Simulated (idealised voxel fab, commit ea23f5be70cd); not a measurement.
This is a process module. Its name is voxel plated lines.
Cross-section cut spans 230 nm and uses square cells 5 nm in size.
Cross-section spec: square-cell grid; bands listed top down; each band is one or more rows. Within each band entry, the heights of the top and of the bottom of the band appear first, in that order and in nm; the materials of the band then follow from left to right, each with its corresponding width in nm. The designation "all across" on a single material indicates that it fills the band from edge to edge; the designation "blank" indicates empty space. Heights are expressed relative to 0, this being the level below which the as-received wafer comprises one material exclusively. The lowest band is unbounded in the downward direction and is denoted as in "0 down". Graded width ("30 to 40"): value in top row of band = first number; value in bottom row = second number; row-to-row change constant. Take "nothing different" at face value: in the step it is given for, the cross-section changed in none of its cells. "Trapped void list": empty spaces of 8 cells or more with no open way to the top, each given as width x height at distance, distance from the left edge, all in nm. If you see something after the settings on a step's line, that's the simulator's own remark about that step. The line of a step may include "overlay nm". On a step with a mask, this value is how far to the right of its planned place the mask lay. A negative value means the mask lay to the left.
## plan
1,RECEIVE,material Si
2,CONFORMAL_DEP,material SiN,thk nm 5
3,DIRECTIONAL_DEP,material TiN,thk nm 5
4,PATTERN,tone open,mask id LINES,material resist,width nm 20,pitch nm 50,thk nm 25,overlay nm 0
5,EPI,material Ru,thk nm 10
6,EPI,material Ru,thk nm 5
7,STRIP,etch materials resist
8,DIRECTIONAL_ETCH,etch materials TiN,depth nm 5
9,CONFORMAL_DEP,material SiCN,thk nm 10
## First wafer out of two, processed as planned
## Wafer cross-section on receipt, i.e. after step 1
0 down  Si all across
Trapped void list: none
## Cross-section: wafer state after step 2
5 to 0  SiN all across
Heights below 0 show no change.
## Cross-section: wafer state after step 3
10 to 5  TiN all across
Heights below 5 show no change.
## Cross-section: wafer state after step 4
35 to 10  80 nm resist, then 20 nm blank, then 30 nm resist, then 20 nm blank, then 80 nm resist
Heights below 10 show no change.
## Cross-section: wafer state after step 5
35 to 20  80 nm resist, then 20 nm blank, then 30 nm resist, then 20 nm blank, then 80 nm resist
20 to 10  80 nm resist, then 20 nm Ru, then 30 nm resist, then 20 nm Ru, then 80 nm resist
Heights below 10 show no change.
## Cross-section: wafer state after step 6
35 to 25  80 nm resist, then 20 nm blank, then 30 nm resist, then 20 nm blank, then 80 nm resist
25 to 10  80 nm resist, then 20 nm Ru, then 30 nm resist, then 20 nm Ru, then 80 nm resist
Heights below 10 show no change.
## Cross-section: wafer state after step 7
25 to 10  80 nm blank, then 20 nm Ru, then 30 nm blank, then 20 nm Ru, then 80 nm blank
Heights below 10 show no change.
## Cross-section: wafer state after step 8
25 to 10  80 nm blank, then 20 nm Ru, then 30 nm blank, then 20 nm Ru, then 80 nm blank
10 to 5  80 nm blank, then 20 nm TiN, then 30 nm blank, then 20 nm TiN, then 80 nm blank
Heights below 5 show no change.
## Cross-section: wafer state after step 9
35 to 25  70 nm blank, then 40 nm SiCN, then 10 nm blank, then 40 nm SiCN, then 70 nm blank
25 to 15  70 nm blank, then 10 nm SiCN, then 20 nm Ru, then 10 nm SiCN, then 10 nm blank, then 10 nm SiCN, then 20 nm Ru, then 10 nm SiCN, then 70 nm blank
15 to 10  80 nm SiCN, then 20 nm Ru, then 30 nm SiCN, then 20 nm Ru, then 80 nm SiCN
10 to 5  80 nm SiCN, then 20 nm TiN, then 30 nm SiCN, then 20 nm TiN, then 80 nm SiCN
Heights below 5 show no change.
## The second wafer was prepared from the same starting point and under the same plan as the first; its processing contained one mistake, and it remains indistinguishable from the first wafer up to and including step 3
## Second wafer cross-section, taken as of the time the plan sets for step 4 to be done
35 to 10  90 nm resist, then 20 nm blank, then 30 nm resist, then 20 nm blank, then 70 nm resist
Heights below 10 show no change.
## Second wafer cross-section, taken as of the time the plan sets for step 5 to be done
35 to 20  90 nm resist, then 20 nm blank, then 30 nm resist, then 20 nm blank, then 70 nm resist
20 to 10  90 nm resist, then 20 nm Ru, then 30 nm resist, then 20 nm Ru, then 70 nm resist
Heights below 10 show no change.
## Second wafer cross-section, taken as of the time the plan sets for step 6 to be done
35 to 25  90 nm resist, then 20 nm blank, then 30 nm resist, then 20 nm blank, then 70 nm resist
25 to 10  90 nm resist, then 20 nm Ru, then 30 nm resist, then 20 nm Ru, then 70 nm resist
Heights below 10 show no change.
## Second wafer cross-section, taken as of the time the plan sets for step 7 to be done
25 to 10  90 nm blank, then 20 nm Ru, then 30 nm blank, then 20 nm Ru, then 70 nm blank
Heights below 10 show no change.
## Second wafer cross-section, taken as of the time the plan sets for step 8 to be done
25 to 10  90 nm blank, then 20 nm Ru, then 30 nm blank, then 20 nm Ru, then 70 nm blank
10 to 5  90 nm blank, then 20 nm TiN, then 30 nm blank, then 20 nm TiN, then 70 nm blank
Heights below 5 show no change.
## Second wafer cross-section, taken as of the time the plan sets for step 9 to be done
35 to 25  80 nm blank, then 40 nm SiCN, then 10 nm blank, then 40 nm SiCN, then 60 nm blank
25 to 15  80 nm blank, then 10 nm SiCN, then 20 nm Ru, then 10 nm SiCN, then 10 nm blank, then 10 nm SiCN, then 20 nm Ru, then 10 nm SiCN, then 60 nm blank
15 to 10  90 nm SiCN, then 20 nm Ru, then 30 nm SiCN, then 20 nm Ru, then 70 nm SiCN
10 to 5  90 nm SiCN, then 20 nm TiN, then 30 nm SiCN, then 20 nm TiN, then 70 nm SiCN
Heights below 5 show no change.
Misprocessing identified: step 4: run off-plan, actual operation and settings PATTERN,tone open,mask id LINES,material resist,width nm 20,pitch nm 50,thk nm 25,overlay nm 10
By the end, you'd get the same cell count for each material on either wafer, but the second wafer puts them somewhere else.
